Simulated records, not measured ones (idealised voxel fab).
Herein follows the process module entitled voxel transistor to metal.
The figure presents cross-section cut, which has a width of 195 nm and is divided into square cells with an edge length of 5 nm.
Cross-section, as written here: a square-cell grid given band by band from the top down, where a band holds one or more rows of cells.
Per band: top height and bottom height in nm, followed by the left-to-right materials and their widths in nm; "full width" marks a single material spanning edge to edge, "empty" marks empty space.
Note: height 0 marks the level under which the wafer is uniformly one material as received. Lowest band unbounded below, written "top 0, no bottom".
Graded width ("30 to 40"): value in top row of band = first number; value in bottom row = second number; row-to-row change constant.
It should be understood that the words "nothing changed", when stated for a given step, signify that the cross-section underwent no change in any of its cells during that step.
The entry "Closed void roster" lists the empty spaces that cover at least 8 cells and have no open path to the top. Each is written as width x height at distance, where the distance is measured from the left edge and all three values are in nm.
If you see something after the settings on a step's line, that's the simulator's own remark about that step.
overlay nm: how far to the right of its planned place the mask lay on this masked step (negative: to the left).

### Here's what the planned process steps look like
1. RECEIVE, material Si
2. OXIDIZE, depth nm 5
3. CONFORMAL_DEP, material SiN, thk nm 15
4. MASKED_ETCH, tone cover, mask id ACTIVE, width nm 105, etch materials SiN, depth nm 15, overlay nm 0
5. MASKED_ETCH, tone cover, mask id ACTIVE, width nm 105, etch materials SiO2, depth nm 5, overlay nm 0
6. MASKED_ETCH, tone cover, mask id ACTIVE, width nm 105, etch materials Si, depth nm 25, overlay nm 0
7. FILL_DEP, material SiO2, thk nm 15
8. CMP, height nm 15
9. SELECTIVE_ETCH, etch materials SiO2, depth nm 5
10. STRIP, etch materials SiN
11. SELECTIVE_ETCH, etch materials SiO2, depth nm 5
12. OXIDIZE, depth nm 5
13. DIRECTIONAL_DEP, material polySi, thk nm 25
14. DIRECTIONAL_DEP, material SiCN, thk nm 10
15. MASKED_ETCH, tone cover, mask id GATE, width nm 15, etch materials SiCN, depth nm 20, overlay nm 0
16. MASKED_ETCH, tone cover, mask id GATE, width nm 15, etch materials polySi, depth nm 35, overlay nm 0
17. CONFORMAL_DEP, material SiO2, thk nm 5
18. DIRECTIONAL_ETCH, etch materials SiO2, depth nm 5
19. CONFORMAL_DEP, material SiN, thk nm 5
20. DIRECTIONAL_ETCH, etch materials SiN, depth nm 5
21. DIRECTIONAL_ETCH, etch materials SiO2, depth nm 5
22. DIRECTIONAL_ETCH, etch materials Si, depth nm 5
23. EPI, material SiGe, thk nm 10
24. FILL_DEP, material SiO2, thk nm 5
25. CMP, height nm 30
26. DIRECTIONAL_DEP, material SiO2, thk nm 10
27. DIRECTIONAL_DEP, material aC, thk nm 15
28. PATTERN, tone open, mask id CONTACT, material resist, width nm 35, pitch nm 60, thk nm 35, overlay nm 0
29. DIRECTIONAL_ETCH, etch materials aC, depth nm 15
30. STRIP, etch materials resist
31. DIRECTIONAL_ETCH, etch materials SiO2, depth nm 45
32. STRIP, etch materials aC
33. CONFORMAL_DEP, material TiN, thk nm 5
34. FILL_DEP, material Ru, thk nm 10
35. CMP, height nm 40
36. CONFORMAL_DEP, material SiN, thk nm 5
37. DIRECTIONAL_DEP, material lowk, thk nm 25
38. MASKED_ETCH, tone open, mask id METAL_1, width nm 20, pitch nm 75, etch materials lowk, depth nm 25, overlay nm 0
39. MASKED_ETCH, tone open, mask id METAL_1, width nm 20, pitch nm 75, etch materials SiN, depth nm 5, overlay nm 0
40. CONFORMAL_DEP, material TiN, thk nm 5
41. FILL_DEP, material W, thk nm 10
42. CMP, height nm 70
43. CONFORMAL_DEP, material SiCN, thk nm 5

### The following pertains to the first of two wafers, which was processed as planned

### Cross-section of the wafer upon arrival, representing the state reached after step 1
  top 0, no bottom = Si full width
  Closed void roster: none

### Presented here is a cross-section of the wafer after step 2 has been performed
  top 0, bottom -5 = SiO2 full width
  below -5: unchanged

### Presented here is a cross-section of the wafer after step 3 has been performed
  top 15, bottom 0 = SiN full width
  below 0: unchanged

### Presented here is a cross-section of the wafer after step 4 has been performed
  top 15, bottom 0 = empty 45 / SiN 105 / empty 45
  below 0: unchanged

### Presented here is a cross-section of the wafer after step 5 has been performed
  top 15, bottom 0 = empty 45 / SiN 105 / empty 45
  top 0, bottom -5 = empty 45 / SiO2 105 / empty 45
  below -5: unchanged

### Presented here is a cross-section of the wafer after step 6 has been performed
  top 15, bottom 0 = empty 45 / SiN 105 / empty 45
  top 0, bottom -5 = empty 45 / SiO2 105 / empty 45
  top -5, bottom -30 = empty 45 / Si 105 / empty 45
  below -30: unchanged

### Presented here is a cross-section of the wafer after step 7 has been performed
  top 30, bottom 15 = SiO2 full width
  top 15, bottom 0 = SiO2 45 / SiN 105 / SiO2 45
  top 0, bottom -5 = SiO2 full width
  top -5, bottom -30 = SiO2 45 / Si 105 / SiO2 45
  below -30: unchanged

### Presented here is a cross-section of the wafer after step 8 has been performed
  top 15, bottom 0 = SiO2 45 / SiN 105 / SiO2 45
  below 0: unchanged

### Presented here is a cross-section of the wafer after step 9 has been performed
  top 15, bottom 10 = empty 45 / SiN 105 / empty 45
  below 10: unchanged

### Presented here is a cross-section of the wafer after step 10 has been performed
  top 10, bottom 0 = SiO2 45 / empty 105 / SiO2 45
  below 0: unchanged

### Presented here is a cross-section of the wafer after step 11 has been performed
  top 5, bottom -5 = SiO2 40 / empty 115 / SiO2 40
  below -5: unchanged

### Presented here is a cross-section of the wafer after step 12 has been performed
  top 5, bottom -5 = SiO2 40 / empty 115 / SiO2 40
  top -5, bottom -10 = SiO2 full width
  below -10: unchanged

### Presented here is a cross-section of the wafer after step 13 has been performed
  top 30, bottom 20 = polySi 40 / empty 115 / polySi 40
  top 20, bottom 5 = polySi full width
  top 5, bottom -5 = SiO2 40 / polySi 115 / SiO2 40
  below -5: unchanged

### Presented here is a cross-section of the wafer after step 14 has been performed
  top 40, bottom 30 = SiCN 40 / empty 115 / SiCN 40
  top 30, bottom 20 = polySi 40 / SiCN 115 / polySi 40
  below 20: unchanged

### Presented here is a cross-section of the wafer after step 15 has been performed
  top 30, bottom 20 = polySi 40 / empty 50 / SiCN 15 / empty 50 / polySi 40
  below 20: unchanged

### Presented here is a cross-section of the wafer after step 16 has been performed
  top 30, bottom 20 = empty 90 / SiCN 15 / empty 90
  top 20, bottom 5 = empty 90 / polySi 15 / empty 90
  top 5, bottom -5 = SiO2 40 / empty 50 / polySi 15 / empty 50 / SiO2 40
  below -5: unchanged

### Presented here is a cross-section of the wafer after step 17 has been performed
  top 35, bottom 30 = empty 85 / SiO2 25 / empty 85
  top 30, bottom 20 = empty 85 / SiO2 5 / SiCN 15 / SiO2 5 / empty 85
  top 20, bottom 10 = empty 85 / SiO2 5 / polySi 15 / SiO2 5 / empty 85
  top 10, bottom 0 = SiO2 45 / empty 40 / SiO2 5 / polySi 15 / SiO2 5 / empty 40 / SiO2 45
  top 0, bottom -5 = SiO2 90 / polySi 15 / SiO2 90
  below -5: unchanged

### Presented here is a cross-section of the wafer after step 18 has been performed
  top 30, bottom 20 = empty 85 / SiO2 5 / SiCN 15 / SiO2 5 / empty 85
  top 20, bottom 5 = empty 85 / SiO2 5 / polySi 15 / SiO2 5 / empty 85
  top 5, bottom -5 = SiO2 45 / empty 40 / SiO2 5 / polySi 15 / SiO2 5 / empty 40 / SiO2 45
  below -5: unchanged

### Presented here is a cross-section of the wafer after step 19 has been performed
  top 35, bottom 30 = empty 80 / SiN 35 / empty 80
  top 30, bottom 20 = empty 80 / SiN 5 / SiO2 5 / SiCN 15 / SiO2 5 / SiN 5 / empty 80
  top 20, bottom 10 = empty 80 / SiN 5 / SiO2 5 / polySi 15 / SiO2 5 / SiN 5 / empty 80
  top 10, bottom 5 = SiN 50 / empty 30 / SiN 5 / SiO2 5 / polySi 15 / SiO2 5 / SiN 5 / empty 30 / SiN 50
  top 5, bottom 0 = SiO2 45 / SiN 5 / empty 30 / SiN 5 / SiO2 5 / polySi 15 / SiO2 5 / SiN 5 / empty 30 / SiN 5 / SiO2 45
  top 0, bottom -5 = SiO2 45 / SiN 40 / SiO2 5 / polySi 15 / SiO2 5 / SiN 40 / SiO2 45
  below -5: unchanged

### Presented here is a cross-section of the wafer after step 20 has been performed
  top 30, bottom 20 = empty 80 / SiN 5 / SiO2 5 / SiCN 15 / SiO2 5 / SiN 5 / empty 80
  top 20, bottom 5 = empty 80 / SiN 5 / SiO2 5 / polySi 15 / SiO2 5 / SiN 5 / empty 80
  top 5, bottom -5 = SiO2 45 / SiN 5 / empty 30 / SiN 5 / SiO2 5 / polySi 15 / SiO2 5 / SiN 5 / empty 30 / SiN 5 / SiO2 45
  below -5: unchanged

### Presented here is a cross-section of the wafer after step 21 has been performed
  top 30, bottom 25 = empty 80 / SiN 5 / empty 5 / SiCN 15 / empty 5 / SiN 5 / empty 80
  top 25, bottom 20 = empty 80 / SiN 5 / SiO2 5 / SiCN 15 / SiO2 5 / SiN 5 / empty 80
  top 20, bottom 5 = empty 80 / SiN 5 / SiO2 5 / polySi 15 / SiO2 5 / SiN 5 / empty 80
  top 5, bottom 0 = empty 45 / SiN 5 / empty 30 / SiN 5 / SiO2 5 / polySi 15 / SiO2 5 / SiN 5 / empty 30 / SiN 5 / empty 45
  top 0, bottom -5 = SiO2 45 / SiN 5 / empty 30 / SiN 5 / SiO2 5 / polySi 15 / SiO2 5 / SiN 5 / empty 30 / SiN 5 / SiO2 45
  top -5, bottom -10 = SiO2 50 / empty 30 / SiO2 35 / empty 30 / SiO2 50
  below -10: unchanged

### Presented here is a cross-section of the wafer after step 22 has been performed
  top 30, bottom 25 = empty 80 / SiN 5 / empty 5 / SiCN 15 / empty 5 / SiN 5 / empty 80
  top 25, bottom 20 = empty 80 / SiN 5 / SiO2 5 / SiCN 15 / SiO2 5 / SiN 5 / empty 80
  top 20, bottom 5 = empty 80 / SiN 5 / SiO2 5 / polySi 15 / SiO2 5 / SiN 5 / empty 80
  top 5, bottom 0 = empty 45 / SiN 5 / empty 30 / SiN 5 / SiO2 5 / polySi 15 / SiO2 5 / SiN 5 / empty 30 / SiN 5 / empty 45
  top 0, bottom -5 = SiO2 45 / SiN 5 / empty 30 / SiN 5 / SiO2 5 / polySi 15 / SiO2 5 / SiN 5 / empty 30 / SiN 5 / SiO2 45
  top -5, bottom -10 = SiO2 50 / empty 30 / SiO2 35 / empty 30 / SiO2 50
  top -10, bottom -15 = SiO2 45 / Si 5 / empty 30 / Si 35 / empty 30 / Si 5 / SiO2 45
  below -15: unchanged

### Presented here is a cross-section of the wafer after step 23 has been performed
  top 30, bottom 25 = empty 80 / SiN 5 / empty 5 / SiCN 15 / empty 5 / SiN 5 / empty 80
  top 25, bottom 20 = empty 80 / SiN 5 / SiO2 5 / SiCN 15 / SiO2 5 / SiN 5 / empty 80
  top 20, bottom 5 = empty 80 / SiN 5 / SiO2 5 / polySi 15 / SiO2 5 / SiN 5 / empty 80
  top 5, bottom 0 = empty 45 / SiN 5 / empty 30 / SiN 5 / SiO2 5 / polySi 15 / SiO2 5 / SiN 5 / empty 30 / SiN 5 / empty 45
  top 0, bottom -5 = SiO2 45 / SiN 5 / SiGe 10 / empty 10 / SiGe 10 / SiN 5 / SiO2 5 / polySi 15 / SiO2 5 / SiN 5 / SiGe 10 / empty 10 / SiGe 10 / SiN 5 / SiO2 45
  top -5, bottom -10 = SiO2 50 / SiGe 30 / SiO2 35 / SiGe 30 / SiO2 50
  top -10, bottom -15 = SiO2 45 / Si 5 / SiGe 30 / Si 35 / SiGe 30 / Si 5 / SiO2 45
  below -15: unchanged

### Presented here is a cross-section of the wafer after step 24 has been performed
  top 35, bottom 30 = SiO2 full width
  top 30, bottom 20 = SiO2 80 / SiN 5 / SiO2 5 / SiCN 15 / SiO2 5 / SiN 5 / SiO2 80
  top 20, bottom 5 = SiO2 80 / SiN 5 / SiO2 5 / polySi 15 / SiO2 5 / SiN 5 / SiO2 80
  top 5, bottom 0 = SiO2 45 / SiN 5 / SiO2 30 / SiN 5 / SiO2 5 / polySi 15 / SiO2 5 / SiN 5 / SiO2 30 / SiN 5 / SiO2 45
  top 0, bottom -5 = SiO2 45 / SiN 5 / SiGe 10 / SiO2 10 / SiGe 10 / SiN 5 / SiO2 5 / polySi 15 / SiO2 5 / SiN 5 / SiGe 10 / SiO2 10 / SiGe 10 / SiN 5 / SiO2 45
  below -5: unchanged

### Presented here is a cross-section of the wafer after step 25 has been performed
  top 30, bottom 20 = SiO2 80 / SiN 5 / SiO2 5 / SiCN 15 / SiO2 5 / SiN 5 / SiO2 80
  below 20: unchanged

### Presented here is a cross-section of the wafer after step 26 has been performed
  top 40, bottom 30 = SiO2 full width
  below 30: unchanged

### Presented here is a cross-section of the wafer after step 27 has been performed
  top 55, bottom 40 = aC full width
  below 40: unchanged

### Presented here is a cross-section of the wafer after step 28 has been performed
  top 90, bottom 55 = resist 50 / empty 35 / resist 25 / empty 35 / resist 50
  below 55: unchanged

### Presented here is a cross-section of the wafer after step 29 has been performed
  top 75, bottom 55 = resist 50 / empty 35 / resist 25 / empty 35 / resist 50
  top 55, bottom 40 = aC 50 / empty 35 / aC 25 / empty 35 / aC 50
  below 40: unchanged

### Presented here is a cross-section of the wafer after step 30 has been performed
  top 55, bottom 40 = aC 50 / empty 35 / aC 25 / empty 35 / aC 50
  below 40: unchanged

### Presented here is a cross-section of the wafer after step 31 has been performed
  top 55, bottom 40 = aC 50 / empty 35 / aC 25 / empty 35 / aC 50
  top 40, bottom 30 = SiO2 50 / empty 35 / SiO2 25 / empty 35 / SiO2 50
  top 30, bottom 20 = SiO2 50 / empty 30 / SiN 5 / SiO2 5 / SiCN 15 / SiO2 5 / SiN 5 / empty 30 / SiO2 50
  top 20, bottom 5 = SiO2 50 / empty 30 / SiN 5 / SiO2 5 / polySi 15 / SiO2 5 / SiN 5 / empty 30 / SiO2 50
  top 5, bottom 0 = SiO2 45 / SiN 5 / empty 30 / SiN 5 / SiO2 5 / polySi 15 / SiO2 5 / SiN 5 / empty 30 / SiN 5 / SiO2 45
  top 0, bottom -5 = SiO2 45 / SiN 5 / SiGe 10 / empty 10 / SiGe 10 / SiN 5 / SiO2 5 / polySi 15 / SiO2 5 / SiN 5 / SiGe 10 / empty 10 / SiGe 10 / SiN 5 / SiO2 45
  below -5: unchanged

### Presented here is a cross-section of the wafer after step 32 has been performed
  top 40, bottom 30 = SiO2 50 / empty 35 / SiO2 25 / empty 35 / SiO2 50
  below 30: unchanged

### Presented here is a cross-section of the wafer after step 33 has been performed
  top 45, bottom 40 = TiN 55 / empty 25 / TiN 35 / empty 25 / TiN 55
  top 40, bottom 30 = SiO2 50 / TiN 5 / empty 25 to 20 / TiN 5 to 10 / SiO2 25 / TiN 5 to 10 / empty 25 to 20 / TiN 5 / SiO2 50
  top 30, bottom 20 = SiO2 50 / TiN 5 / empty 20 / TiN 5 / SiN 5 / SiO2 5 / SiCN 15 / SiO2 5 / SiN 5 / TiN 5 / empty 20 / TiN 5 / SiO2 50
  top 20, bottom 5 = SiO2 50 / TiN 5 / empty 20 / TiN 5 / SiN 5 / SiO2 5 / polySi 15 / SiO2 5 / SiN 5 / TiN 5 / empty 20 / TiN 5 / SiO2 50
  top 5, bottom 0 = SiO2 45 / SiN 5 / TiN 30 / SiN 5 / SiO2 5 / polySi 15 / SiO2 5 / SiN 5 / TiN 30 / SiN 5 / SiO2 45
  top 0, bottom -5 = SiO2 45 / SiN 5 / SiGe 10 / TiN 10 / SiGe 10 / SiN 5 / SiO2 5 / polySi 15 / SiO2 5 / SiN 5 / SiGe 10 / TiN 10 / SiGe 10 / SiN 5 / SiO2 45
  below -5: unchanged

### Presented here is a cross-section of the wafer after step 34 has been performed
  top 55, bottom 45 = Ru full width
  top 45, bottom 40 = TiN 55 / Ru 25 / TiN 35 / Ru 25 / TiN 55
  top 40, bottom 30 = SiO2 50 / TiN 5 / Ru 25 to 20 / TiN 5 to 10 / SiO2 25 / TiN 5 to 10 / Ru 25 to 20 / TiN 5 / SiO2 50
  top 30, bottom 20 = SiO2 50 / TiN 5 / Ru 20 / TiN 5 / SiN 5 / SiO2 5 / SiCN 15 / SiO2 5 / SiN 5 / TiN 5 / Ru 20 / TiN 5 / SiO2 50
  top 20, bottom 5 = SiO2 50 / TiN 5 / Ru 20 / TiN 5 / SiN 5 / SiO2 5 / polySi 15 / SiO2 5 / SiN 5 / TiN 5 / Ru 20 / TiN 5 / SiO2 50
  below 5: unchanged

### Presented here is a cross-section of the wafer after step 35 has been performed
  top 40, bottom 30 = SiO2 50 / TiN 5 / Ru 25 to 20 / TiN 5 to 10 / SiO2 25 / TiN 5 to 10 / Ru 25 to 20 / TiN 5 / SiO2 50
  below 30: unchanged

### Presented here is a cross-section of the wafer after step 36 has been performed
  top 45, bottom 40 = SiN full width
  below 40: unchanged

### Presented here is a cross-section of the wafer after step 37 has been performed
  top 70, bottom 45 = lowk full width
  below 45: unchanged

### Presented here is a cross-section of the wafer after step 38 has been performed
  top 70, bottom 45 = lowk 50 / empty 20 / lowk 55 / empty 20 / lowk 50
  below 45: unchanged

### Presented here is a cross-section of the wafer after step 39 has been performed
  top 70, bottom 45 = lowk 50 / empty 20 / lowk 55 / empty 20 / lowk 50
  top 45, bottom 40 = SiN 50 / empty 20 / SiN 55 / empty 20 / SiN 50
  below 40: unchanged

### Presented here is a cross-section of the wafer after step 40 has been performed
  top 75, bottom 70 = TiN 55 / empty 10 / TiN 65 / empty 10 / TiN 55
  top 70, bottom 45 = lowk 50 / TiN 5 / empty 10 / TiN 5 / lowk 55 / TiN 5 / empty 10 / TiN 5 / lowk 50
  top 45, bottom 40 = SiN 50 / TiN 20 / SiN 55 / TiN 20 / SiN 50
  below 40: unchanged

### Presented here is a cross-section of the wafer after step 41 has been performed
  top 85, bottom 75 = W full width
  top 75, bottom 70 = TiN 55 / W 10 / TiN 65 / W 10 / TiN 55
  top 70, bottom 45 = lowk 50 / TiN 5 / W 10 / TiN 5 / lowk 55 / TiN 5 / W 10 / TiN 5 / lowk 50
  below 45: unchanged

### Presented here is a cross-section of the wafer after step 42 has been performed
  top 70, bottom 45 = lowk 50 / TiN 5 / W 10 / TiN 5 / lowk 55 / TiN 5 / W 10 / TiN 5 / lowk 50
  below 45: unchanged

### Presented here is a cross-section of the wafer after step 43 has been performed
  top 75, bottom 70 = SiCN full width
  below 70: unchanged

### It is to be noted that the second wafer proceeded from the same initial state and according to the same plan as the first, although one mistake was committed in its execution; through step 3, inclusive, the two wafers share an identical history

### when step 4 should have ended
  top 15, bottom 0 = SiN 45 / empty 105 / SiN 45
  below 0: unchanged

when step 5 should have ended: nothing changed

when step 6 should have ended: nothing changed

### when step 7 should have ended
  top 30, bottom 15 = SiO2 full width
  top 15, bottom 0 = SiN 45 / SiO2 105 / SiN 45
  below 0: unchanged

### when step 8 should have ended
  top 15, bottom 0 = SiN 45 / SiO2 105 / SiN 45
  below 0: unchanged

### when step 9 should have ended
  top 15, bottom 10 = SiN 45 / empty 105 / SiN 45
  below 10: unchanged

### when step 10 should have ended
  top 10, bottom 0 = empty 45 / SiO2 105 / empty 45
  below 0: unchanged

### when step 11 should have ended
  top 5, bottom -5 = empty 50 / SiO2 95 / empty 50
  below -5: unchanged

### when step 12 should have ended
  top 5, bottom -5 = empty 50 / SiO2 95 / empty 50
  top -5, bottom -10 = SiO2 55 / Si 85 / SiO2 55
  below -10: unchanged

### when step 13 should have ended
  top 30, bottom 20 = empty 50 / polySi 95 / empty 50
  top 20, bottom 5 = polySi full width
  top 5, bottom -5 = polySi 50 / SiO2 95 / polySi 50
  below -5: unchanged

### when step 14 should have ended
  top 40, bottom 30 = empty 50 / SiCN 95 / empty 50
  top 30, bottom 20 = SiCN 50 / polySi 95 / SiCN 50
  below 20: unchanged

### when step 15 should have ended
  top 40, bottom 30 = empty 90 / SiCN 15 / empty 90
  top 30, bottom 20 = empty 50 / polySi 95 / empty 50
  below 20: unchanged

### when step 16 should have ended
  top 40, bottom 30 = empty 90 / SiCN 15 / empty 90
  top 30, bottom 5 = empty 90 / polySi 15 / empty 90
  top 5, bottom -5 = empty 50 / SiO2 95 / empty 50
  below -5: unchanged

### when step 17 should have ended
  top 45, bottom 40 = empty 85 / SiO2 25 / empty 85
  top 40, bottom 30 = empty 85 / SiO2 5 / SiCN 15 / SiO2 5 / empty 85
  top 30, bottom 10 = empty 85 / SiO2 5 / polySi 15 / SiO2 5 / empty 85
  top 10, bottom 5 = empty 45 / SiO2 45 / polySi 15 / SiO2 45 / empty 45
  top 5, bottom 0 = empty 45 / SiO2 105 / empty 45
  top 0, bottom -5 = SiO2 full width
  below -5: unchanged

### when step 18 should have ended
  top 40, bottom 30 = empty 85 / SiO2 5 / SiCN 15 / SiO2 5 / empty 85
  top 30, bottom 5 = empty 85 / SiO2 5 / polySi 15 / SiO2 5 / empty 85
  top 5, bottom -5 = empty 45 / SiO2 105 / empty 45
  below -5: unchanged

### when step 19 should have ended
  top 45, bottom 40 = empty 80 / SiN 35 / empty 80
  top 40, bottom 30 = empty 80 / SiN 5 / SiO2 5 / SiCN 15 / SiO2 5 / SiN 5 / empty 80
  top 30, bottom 10 = empty 80 / SiN 5 / SiO2 5 / polySi 15 / SiO2 5 / SiN 5 / empty 80
  top 10, bottom 5 = empty 40 / SiN 45 / SiO2 5 / polySi 15 / SiO2 5 / SiN 45 / empty 40
  top 5, bottom 0 = empty 40 / SiN 5 / SiO2 105 / SiN 5 / empty 40
  top 0, bottom -5 = SiN 45 / SiO2 105 / SiN 45
  below -5: unchanged

### when step 20 should have ended
  top 40, bottom 30 = empty 80 / SiN 5 / SiO2 5 / SiCN 15 / SiO2 5 / SiN 5 / empty 80
  top 30, bottom 5 = empty 80 / SiN 5 / SiO2 5 / polySi 15 / SiO2 5 / SiN 5 / empty 80
  top 5, bottom -5 = empty 40 / SiN 5 / SiO2 105 / SiN 5 / empty 40
  below -5: unchanged

### when step 21 should have ended
  top 40, bottom 35 = empty 80 / SiN 5 / empty 5 / SiCN 15 / empty 5 / SiN 5 / empty 80
  top 35, bottom 30 = empty 80 / SiN 5 / SiO2 5 / SiCN 15 / SiO2 5 / SiN 5 / empty 80
  top 30, bottom 5 = empty 80 / SiN 5 / SiO2 5 / polySi 15 / SiO2 5 / SiN 5 / empty 80
  top 5, bottom 0 = empty 40 / SiN 5 / empty 35 / SiO2 35 / empty 35 / SiN 5 / empty 40
  top 0, bottom -5 = empty 40 / SiN 5 / SiO2 105 / SiN 5 / empty 40
  top -5, bottom -10 = empty 40 / SiO2 15 / Si 85 / SiO2 15 / empty 40
  below -10: unchanged

### when step 22 should have ended
  top 40, bottom 35 = empty 80 / SiN 5 / empty 5 / SiCN 15 / empty 5 / SiN 5 / empty 80
  top 35, bottom 30 = empty 80 / SiN 5 / SiO2 5 / SiCN 15 / SiO2 5 / SiN 5 / empty 80
  top 30, bottom 5 = empty 80 / SiN 5 / SiO2 5 / polySi 15 / SiO2 5 / SiN 5 / empty 80
  top 5, bottom 0 = empty 40 / SiN 5 / empty 35 / SiO2 35 / empty 35 / SiN 5 / empty 40
  top 0, bottom -5 = empty 40 / SiN 5 / SiO2 105 / SiN 5 / empty 40
  top -5, bottom -10 = empty 40 / SiO2 15 / Si 85 / SiO2 15 / empty 40
  top -10, bottom -15 = empty 40 / Si 115 / empty 40
  below -15: unchanged

### when step 23 should have ended
  top 40, bottom 35 = empty 80 / SiN 5 / empty 5 / SiCN 15 / empty 5 / SiN 5 / empty 80
  top 35, bottom 30 = empty 80 / SiN 5 / SiO2 5 / SiCN 15 / SiO2 5 / SiN 5 / empty 80
  top 30, bottom 5 = empty 80 / SiN 5 / SiO2 5 / polySi 15 / SiO2 5 / SiN 5 / empty 80
  top 5, bottom 0 = empty 40 / SiN 5 / empty 35 / SiO2 35 / empty 35 / SiN 5 / empty 40
  top 0, bottom -5 = empty 30 / SiGe 10 / SiN 5 / SiO2 105 / SiN 5 / SiGe 10 / empty 30
  top -5, bottom -10 = SiGe 40 / SiO2 15 / Si 85 / SiO2 15 / SiGe 40
  top -10, bottom -15 = SiGe 40 / Si 115 / SiGe 40
  below -15: unchanged

### when step 24 should have ended
  top 45, bottom 40 = SiO2 full width
  top 40, bottom 30 = SiO2 80 / SiN 5 / SiO2 5 / SiCN 15 / SiO2 5 / SiN 5 / SiO2 80
  top 30, bottom 5 = SiO2 80 / SiN 5 / SiO2 5 / polySi 15 / SiO2 5 / SiN 5 / SiO2 80
  top 5, bottom 0 = SiO2 40 / SiN 5 / SiO2 105 / SiN 5 / SiO2 40
  top 0, bottom -5 = SiO2 30 / SiGe 10 / SiN 5 / SiO2 105 / SiN 5 / SiGe 10 / SiO2 30
  below -5: unchanged

### when step 25 should have ended
  top 30, bottom 5 = SiO2 80 / SiN 5 / SiO2 5 / polySi 15 / SiO2 5 / SiN 5 / SiO2 80
  below 5: unchanged

### when step 26 should have ended
  top 40, bottom 30 = SiO2 full width
  below 30: unchanged

### when step 27 should have ended
  top 55, bottom 40 = aC full width
  below 40: unchanged

### when step 28 should have ended
  top 90, bottom 55 = resist 50 / empty 35 / resist 25 / empty 35 / resist 50
  below 55: unchanged

### when step 29 should have ended
  top 75, bottom 55 = resist 50 / empty 35 / resist 25 / empty 35 / resist 50
  top 55, bottom 40 = aC 50 / empty 35 / aC 25 / empty 35 / aC 50
  below 40: unchanged

### when step 30 should have ended
  top 55, bottom 40 = aC 50 / empty 35 / aC 25 / empty 35 / aC 50
  below 40: unchanged

### when step 31 should have ended
  top 55, bottom 40 = aC 50 / empty 35 / aC 25 / empty 35 / aC 50
  top 40, bottom 30 = SiO2 50 / empty 35 / SiO2 25 / empty 35 / SiO2 50
  top 30, bottom 5 = SiO2 50 / empty 30 / SiN 5 / SiO2 5 / polySi 15 / SiO2 5 / SiN 5 / empty 30 / SiO2 50
  top 5, bottom 0 = SiO2 40 / SiN 5 / SiO2 5 / empty 30 / SiO2 35 / empty 30 / SiO2 5 / SiN 5 / SiO2 40
  top 0, bottom -5 = SiO2 30 / SiGe 10 / SiN 5 / SiO2 5 / empty 30 / SiO2 35 / empty 30 / SiO2 5 / SiN 5 / SiGe 10 / SiO2 30
  below -5: unchanged

### when step 32 should have ended
  top 40, bottom 30 = SiO2 50 / empty 35 / SiO2 25 / empty 35 / SiO2 50
  below 30: unchanged

### when step 33 should have ended
  top 45, bottom 40 = TiN 55 / empty 25 / TiN 35 / empty 25 / TiN 55
  top 40, bottom 30 = SiO2 50 / TiN 5 / empty 25 to 20 / TiN 5 to 10 / SiO2 25 / TiN 5 to 10 / empty 25 to 20 / TiN 5 / SiO2 50
  top 30, bottom 5 = SiO2 50 / TiN 5 / empty 20 / TiN 5 / SiN 5 / SiO2 5 / polySi 15 / SiO2 5 / SiN 5 / TiN 5 / empty 20 / TiN 5 / SiO2 50
  top 5, bottom 0 = SiO2 40 / SiN 5 / SiO2 5 / TiN 5 / empty 20 / TiN 5 / SiO2 35 / TiN 5 / empty 20 / TiN 5 / SiO2 5 / SiN 5 / SiO2 40
  top 0, bottom -5 = SiO2 30 / SiGe 10 / SiN 5 / SiO2 5 / TiN 30 / SiO2 35 / TiN 30 / SiO2 5 / SiN 5 / SiGe 10 / SiO2 30
  below -5: unchanged

### when step 34 should have ended
  top 55, bottom 45 = Ru full width
  top 45, bottom 40 = TiN 55 / Ru 25 / TiN 35 / Ru 25 / TiN 55
  top 40, bottom 30 = SiO2 50 / TiN 5 / Ru 25 to 20 / TiN 5 to 10 / SiO2 25 / TiN 5 to 10 / Ru 25 to 20 / TiN 5 / SiO2 50
  top 30, bottom 5 = SiO2 50 / TiN 5 / Ru 20 / TiN 5 / SiN 5 / SiO2 5 / polySi 15 / SiO2 5 / SiN 5 / TiN 5 / Ru 20 / TiN 5 / SiO2 50
  top 5, bottom 0 = SiO2 40 / SiN 5 / SiO2 5 / TiN 5 / Ru 20 / TiN 5 / SiO2 35 / TiN 5 / Ru 20 / TiN 5 / SiO2 5 / SiN 5 / SiO2 40
  below 0: unchanged

### when step 35 should have ended
  top 40, bottom 30 = SiO2 50 / TiN 5 / Ru 25 to 20 / TiN 5 to 10 / SiO2 25 / TiN 5 to 10 / Ru 25 to 20 / TiN 5 / SiO2 50
  below 30: unchanged

### when step 36 should have ended
  top 45, bottom 40 = SiN full width
  below 40: unchanged

### when step 37 should have ended
  top 70, bottom 45 = lowk full width
  below 45: unchanged

### when step 38 should have ended
  top 70, bottom 45 = lowk 50 / empty 20 / lowk 55 / empty 20 / lowk 50
  below 45: unchanged

### when step 39 should have ended
  top 70, bottom 45 = lowk 50 / empty 20 / lowk 55 / empty 20 / lowk 50
  top 45, bottom 40 = SiN 50 / empty 20 / SiN 55 / empty 20 / SiN 50
  below 40: unchanged

### when step 40 should have ended
  top 75, bottom 70 = TiN 55 / empty 10 / TiN 65 / empty 10 / TiN 55
  top 70, bottom 45 = lowk 50 / TiN 5 / empty 10 / TiN 5 / lowk 55 / TiN 5 / empty 10 / TiN 5 / lowk 50
  top 45, bottom 40 = SiN 50 / TiN 20 / SiN 55 / TiN 20 / SiN 50
  below 40: unchanged

### when step 41 should have ended
  top 85, bottom 75 = W full width
  top 75, bottom 70 = TiN 55 / W 10 / TiN 65 / W 10 / TiN 55
  top 70, bottom 45 = lowk 50 / TiN 5 / W 10 / TiN 5 / lowk 55 / TiN 5 / W 10 / TiN 5 / lowk 50
  below 45: unchanged

### when step 42 should have ended
  top 70, bottom 45 = lowk 50 / TiN 5 / W 10 / TiN 5 / lowk 55 / TiN 5 / W 10 / TiN 5 / lowk 50
  below 45: unchanged

### when step 43 should have ended
  top 75, bottom 70 = SiCN full width
  below 70: unchanged
Here's what went sideways: not per plan at step 4, really ran MASKED_ETCH, tone open, mask id ACTIVE, width nm 105, etch materials SiN, depth nm 15, overlay nm 0
Final difference in cells, second wafer against first, listed per material as more or fewer: Ru: 8 more | Si: 85 more | SiCN: 6 fewer | SiGe: 4 more | SiN: 4 fewer | SiO2: 87 fewer
